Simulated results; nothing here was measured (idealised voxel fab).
A process module follows: voxel transistor to metal.
It is cross-section cut that appears here, measuring 295 nm in width, its square cells being 5 nm in size.
Cross-section = grid of square cells, listed top down in bands; band = one or more rows. Basically the band line says how high the top is and how high the bottom is, in nm, and then what's in it from left to right, every material with its width in nm. Empty space shows up as "blank", and if a single material carries "full width" it runs the full band edge to edge. Where do heights start? At 0: under that level the wafer as delivered is made of one material only. And the lowest band has no floor; it just carries on downward, as in "0 nm and below". So if you see something like "30->40" for the width, read it as the top row of the band sitting at the first number and the bottom row at the second, with every row in between moving by the same amount as the last. Where the words "no modification" appear for a step, the cross-section shows no cell changed by that step; every cell remained as before. "Non-vented voids" means: voids of 8 cells or more that are shut off from the top with no open way through. Written width x height at distance, distance from the left edge, in nm. On each step's line, the part that comes after the settings is the simulator's own comment on the step. Each step line may optionally specify "overlay nm", which for a step with a mask gives the rightward distance between the mask's planned place and where it lay, a negative value indicating the leftward direction.
### Listed below are the process steps as planned
1) RECEIVE [material Si]
2) CONFORMAL_DEP [material SiO2] [thk nm 5]
3) CONFORMAL_DEP [material SiN] [thk nm 10]
4) DIRECTIONAL_DEP [material aC] [thk nm 10]
5) PATTERN [tone cover] [mask id ACTIVE] [material resist] [width nm 95] [pitch nm 120] [thk nm 25] [overlay nm 0]
6) DIRECTIONAL_ETCH [etch materials aC] [depth nm 10]
7) STRIP [etch materials resist]
8) DIRECTIONAL_ETCH [etch materials SiN] [depth nm 10]
9) DIRECTIONAL_ETCH [etch materials SiO2] [depth nm 5]
10) DIRECTIONAL_ETCH [etch materials Si] [depth nm 30]
11) STRIP [etch materials aC]
12) FILL_DEP [material SiO2] [thk nm 10]
13) CMP [height nm 15]
14) SELECTIVE_ETCH [etch materials SiO2] [depth nm 5]
15) STRIP [etch materials SiN]
16) SELECTIVE_ETCH [etch materials SiO2] [depth nm 5]
17) OXIDIZE [depth nm 5]
18) DIRECTIONAL_DEP [material polySi] [thk nm 20]
19) DIRECTIONAL_DEP [material SiCN] [thk nm 10]
20) MASKED_ETCH [tone cover] [mask id GATE] [width nm 25] [pitch nm 120] [etch materials SiCN] [depth nm 20] [overlay nm 0]
21) MASKED_ETCH [tone cover] [mask id GATE] [width nm 25] [pitch nm 120] [etch materials polySi] [depth nm 30] [overlay nm 0]
22) CONFORMAL_DEP [material SiO2] [thk nm 5]
23) DIRECTIONAL_ETCH [etch materials SiO2] [depth nm 5]
24) CONFORMAL_DEP [material SiN] [thk nm 5]
25) DIRECTIONAL_ETCH [etch materials SiN] [depth nm 5]
26) DIRECTIONAL_ETCH [etch materials SiO2] [depth nm 5]
27) DIRECTIONAL_ETCH [etch materials Si] [depth nm 15]
28) EPI [material nSi] [thk nm 15]
29) FILL_DEP [material SiO2] [thk nm 10]
30) CMP [height nm 20]
31) STRIP [etch materials polySi]
32) SELECTIVE_ETCH [etch materials SiO2] [depth nm 5]
33) CONFORMAL_DEP [material HfO2] [thk nm 5]
34) CONFORMAL_DEP [material TiN] [thk nm 5]
35) FILL_DEP [material W] [thk nm 5]
36) CMP [height nm 15]
37) DIRECTIONAL_DEP [material SiO2] [thk nm 10]
38) MASKED_ETCH [tone open] [mask id CONTACT] [width nm 15] [etch materials SiO2] [depth nm 15] [overlay nm 0]
39) CONFORMAL_DEP [material TiN] [thk nm 5]
40) FILL_DEP [material Ru] [thk nm 10]
41) CMP [height nm 25]
42) DIRECTIONAL_DEP [material TiN] [thk nm 5]
43) DIRECTIONAL_DEP [material Ru] [thk nm 20]
44) DIRECTIONAL_DEP [material aC] [thk nm 10]
45) PATTERN [tone cover] [mask id METAL_1] [material resist] [width nm 15] [thk nm 30] [overlay nm 0]
46) DIRECTIONAL_ETCH [etch materials aC] [depth nm 10]
47) STRIP [etch materials resist]
48) DIRECTIONAL_ETCH [etch materials Ru] [depth nm 20]
49) DIRECTIONAL_ETCH [etch materials TiN] [depth nm 5]
50) STRIP [etch materials aC]
51) CONFORMAL_DEP [material SiCN] [thk nm 5]
52) FILL_DEP [material SiO2] [thk nm 10]
53) CMP [height nm 50]
54) CONFORMAL_DEP [material SiCN] [thk nm 5]
### Cross-section of the incoming wafer, state after step 1
  0 nm and below | Si full width
  Non-vented voids: none
### First of two wafers at the end of the module, shown in cross-section; run carried out as planned
  55 nm to 50 nm | SiCN full width
  50 nm to 30 nm | 40 of SiO2 | 5 of SiCN | 15 of Ru | 5 of SiCN | 45 of SiO2 | 5 of SiCN | 15 of Ru | 5 of SiCN | 25 of SiO2 | 5 of SiCN | 15 of Ru | 5 of SiCN | 45 of SiO2 | 5 of SiCN | 15 of Ru | 5 of SiCN | 40 of SiO2
  30 nm to 25 nm | 45 of SiCN | 15 of TiN | 55 of SiCN | 15 of TiN | 35 of SiCN | 15 of TiN | 55 of SiCN | 15 of TiN | 45 of SiCN
  25 nm to 15 nm | 45 of SiO2 | 5 of TiN | 5 of Ru | 5 of TiN | 55 of SiO2 | 5 of TiN | 5 of Ru | 5 of TiN | 35 of SiO2 | 5 of TiN | 5 of Ru | 5 of TiN | 55 of SiO2 | 5 of TiN | 5 of Ru | 5 of TiN | 45 of SiO2
  15 nm to 10 nm | 45 of SiO2 | 15 of TiN | 5 of SiO2 | 5 of SiN | 5 of HfO2 | 5 of TiN | 15 of W | 5 of TiN | 5 of HfO2 | 5 of SiN | 5 of SiO2 | 15 of TiN | 35 of SiO2 | 15 of TiN | 5 of SiO2 | 5 of SiN | 5 of HfO2 | 5 of TiN | 15 of W | 5 of TiN | 5 of HfO2 | 5 of SiN | 5 of SiO2 | 15 of TiN | 45 of SiO2
  10 nm to 5 nm | 40 of SiO2 | 25 of nSi | 5 of SiN | 5 of HfO2 | 5 of TiN | 15 of W | 5 of TiN | 5 of HfO2 | 5 of SiN | 25 of nSi | 25 of SiO2 | 25 of nSi | 5 of SiN | 5 of HfO2 | 5 of TiN | 15 of W | 5 of TiN | 5 of HfO2 | 5 of SiN | 25 of nSi | 40 of SiO2
  5 nm to 0 nm | 40 of SiO2 | 5 of SiN | 20 of nSi | 5 of SiN | 5 of HfO2 | 25 of TiN | 5 of HfO2 | 5 of SiN | 20 of nSi | 5 of SiN | 25 of SiO2 | 5 of SiN | 20 of nSi | 5 of SiN | 5 of HfO2 | 25 of TiN | 5 of HfO2 | 5 of SiN | 20 of nSi | 5 of SiN | 40 of SiO2
  0 nm to -5 nm | 45 of SiO2 | 20 of nSi | 5 of SiO2 | 35 of HfO2 | 5 of SiO2 | 20 of nSi | 35 of SiO2 | 20 of nSi | 5 of SiO2 | 35 of HfO2 | 5 of SiO2 | 20 of nSi | 45 of SiO2
  -5 nm to -20 nm | 40 of SiO2 | 5 of Si | 20 of nSi | 45 of Si | 20 of nSi | 5 of Si | 25 of SiO2 | 5 of Si | 20 of nSi | 45 of Si | 20 of nSi | 5 of Si | 40 of SiO2
  -20 nm to -30 nm | 40 of SiO2 | 95 of Si | 25 of SiO2 | 95 of Si | 40 of SiO2
  -30 nm and below | Si full width
  Non-vented voids: none
### Now the second wafer, cross-sectioned at the end of the module. Nothing different at the start, nothing different in the plan compared with the first, just one mistake when it was actually run
  55 nm to 50 nm | SiCN full width
  50 nm to 30 nm | 40 of SiO2 | 5 of SiCN | 15 of Ru | 5 of SiCN | 45 of SiO2 | 5 of SiCN | 15 of Ru | 5 of SiCN | 25 of SiO2 | 5 of SiCN | 15 of Ru | 5 of SiCN | 45 of SiO2 | 5 of SiCN | 15 of Ru | 5 of SiCN | 40 of SiO2
  30 nm to 25 nm | 45 of SiCN | 15 of TiN | 55 of SiCN | 15 of TiN | 35 of SiCN | 15 of TiN | 55 of SiCN | 15 of TiN | 45 of SiCN
  25 nm to 15 nm | 45 of SiO2 | 5 of TiN | 5 of Ru | 5 of TiN | 55 of SiO2 | 5 of TiN | 5 of Ru | 5 of TiN | 35 of SiO2 | 5 of TiN | 5 of Ru | 5 of TiN | 55 of SiO2 | 5 of TiN | 5 of Ru | 5 of TiN | 45 of SiO2
  15 nm to 10 nm | 45 of SiO2 | 15 of TiN | 5 of SiO2 | 5 of SiN | 5 of HfO2 | 5 of TiN | 15 of W | 5 of TiN | 5 of HfO2 | 5 of SiN | 5 of SiO2 | 15 of TiN | 35 of SiO2 | 15 of TiN | 5 of SiO2 | 5 of SiN | 5 of HfO2 | 5 of TiN | 15 of W | 5 of TiN | 5 of HfO2 | 5 of SiN | 5 of SiO2 | 15 of TiN | 45 of SiO2
  10 nm to 5 nm | 45 of SiO2 | 20 of nSi | 5 of SiN | 5 of HfO2 | 5 of TiN | 15 of W | 5 of TiN | 5 of HfO2 | 5 of SiN | 25 of nSi | 30 of SiO2 | 20 of nSi | 5 of SiN | 5 of HfO2 | 5 of TiN | 15 of W | 5 of TiN | 5 of HfO2 | 5 of SiN | 25 of nSi | 40 of SiO2
  5 nm to 0 nm | 45 of SiO2 | 5 of SiN | 15 of nSi | 5 of SiN | 5 of HfO2 | 25 of TiN | 5 of HfO2 | 5 of SiN | 20 of nSi | 5 of SiN | 30 of SiO2 | 5 of SiN | 15 of nSi | 5 of SiN | 5 of HfO2 | 25 of TiN | 5 of HfO2 | 5 of SiN | 20 of nSi | 5 of SiN | 40 of SiO2
  0 nm to -5 nm | 50 of SiO2 | 15 of nSi | 5 of SiO2 | 35 of HfO2 | 5 of SiO2 | 20 of nSi | 40 of SiO2 | 15 of nSi | 5 of SiO2 | 35 of HfO2 | 5 of SiO2 | 20 of nSi | 45 of SiO2
  -5 nm to -20 nm | 45 of SiO2 | 5 of Si | 15 of nSi | 45 of Si | 20 of nSi | 5 of Si | 30 of SiO2 | 5 of Si | 15 of nSi | 45 of Si | 20 of nSi | 5 of Si | 40 of SiO2
  -20 nm to -30 nm | 45 of SiO2 | 90 of Si | 30 of SiO2 | 90 of Si | 40 of SiO2
  -30 nm and below | Si full width
  Non-vented voids: none
The mistake made against the process plan was this: in deviation from the planned setting, step 5 was conducted as PATTERN [tone cover] [mask id ACTIVE] [material resist] [width nm 90] [pitch nm 120] [thk nm 25] [overlay nm 0]
Materials where the second wafer ends with more or fewer cells than the first: Si: 4 fewer | SiO2: 16 more | nSi: 12 fewer
